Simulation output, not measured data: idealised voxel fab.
Module name: voxel released beams (process module)
Each square cell in cross-section cut measures 5 nm, and the section as a whole is 220 nm wide.
Cross-section, as written here: a square-cell grid given band by band from the top down, where a band holds one or more rows of cells.
Band: top height; bottom height; in nm. Then, left to right: material with width in nm, for each material. "throughout": a single material spanning edge to edge. "empty": empty space.
Ref level 0: as-received wafer is one material below here. Bottom band extends down with no lower bound ("0..down").
Graded width ("30..40"): value in top row of band = first number; value in bottom row = second number; row-to-row change constant.
"left unchanged" for a step: no cell of the cross-section changed in that step.
Any empty space of 8 cells or more lacking an open way to the top shows up in "Sealed void inventory" as width x height at distance, distance from the left edge, in nm.
If you see something after the settings on a step's line, that's the simulator's own remark about that step.
overlay nm, on a step with a mask: how far to the right of its planned place the mask lay; to the left if negative

THE FOLLOWING LIST GIVES THE PLANNED PROCESS STEPS
1. RECEIVE [material Si]
2. CONFORMAL_DEP [material Al2O3] [thk nm 10]
3. DIRECTIONAL_DEP [material SiO2] [thk nm 10]
4. PATTERN [tone open] [mask id ANCHOR] [material resist] [width nm 35] [thk nm 15] [overlay nm -15]
5. DIRECTIONAL_ETCH [etch materials SiO2] [depth nm 10]
6. STRIP [etch materials resist]
7. CONFORMAL_DEP [material polySi] [thk nm 15]
8. DIRECTIONAL_DEP [material aC] [thk nm 15]
9. PATTERN [tone cover] [mask id BEAM] [material resist] [width nm 85] [thk nm 30] [overlay nm 0]
10. DIRECTIONAL_ETCH [etch materials aC] [depth nm 15]
11. STRIP [etch materials resist]
12. DIRECTIONAL_ETCH [etch materials polySi] [depth nm 15]
13. STRIP [etch materials aC]
14. STRIP [etch materials SiO2]
Wafers differ in overlay nm at step 4; plan lists the first wafer's value; identical starting state.

SO THIS IS THE FIRST OF SEVERAL WAFERS, CROSS-SECTIONED AS IT CAME TO US, MEANING IT'S AT THE END OF STEP 1
> 0..down: Si throughout
> Sealed void inventory: none

END OF MODULE, BY WAFER: MATERIAL-BY-MATERIAL CELL GAIN (+) OR LOSS (-) SINCE RECEIPT, THEN CLOSED VOIDS
overlay nm -15, +88 Al2O3, +63 polySi, Sealed void inventory: none
overlay nm -10, +88 Al2O3, +63 polySi, Sealed void inventory: none
overlay nm -5, +88 Al2O3, +63 polySi, Sealed void inventory: none
overlay nm 0, +88 Al2O3, +63 polySi, Sealed void inventory: none
overlay nm 5, +88 Al2O3, +63 polySi, Sealed void inventory: none
overlay nm 10, +88 Al2O3, +63 polySi, Sealed void inventory: none
overlay nm 15, +88 Al2O3, +63 polySi, Sealed void inventory: none
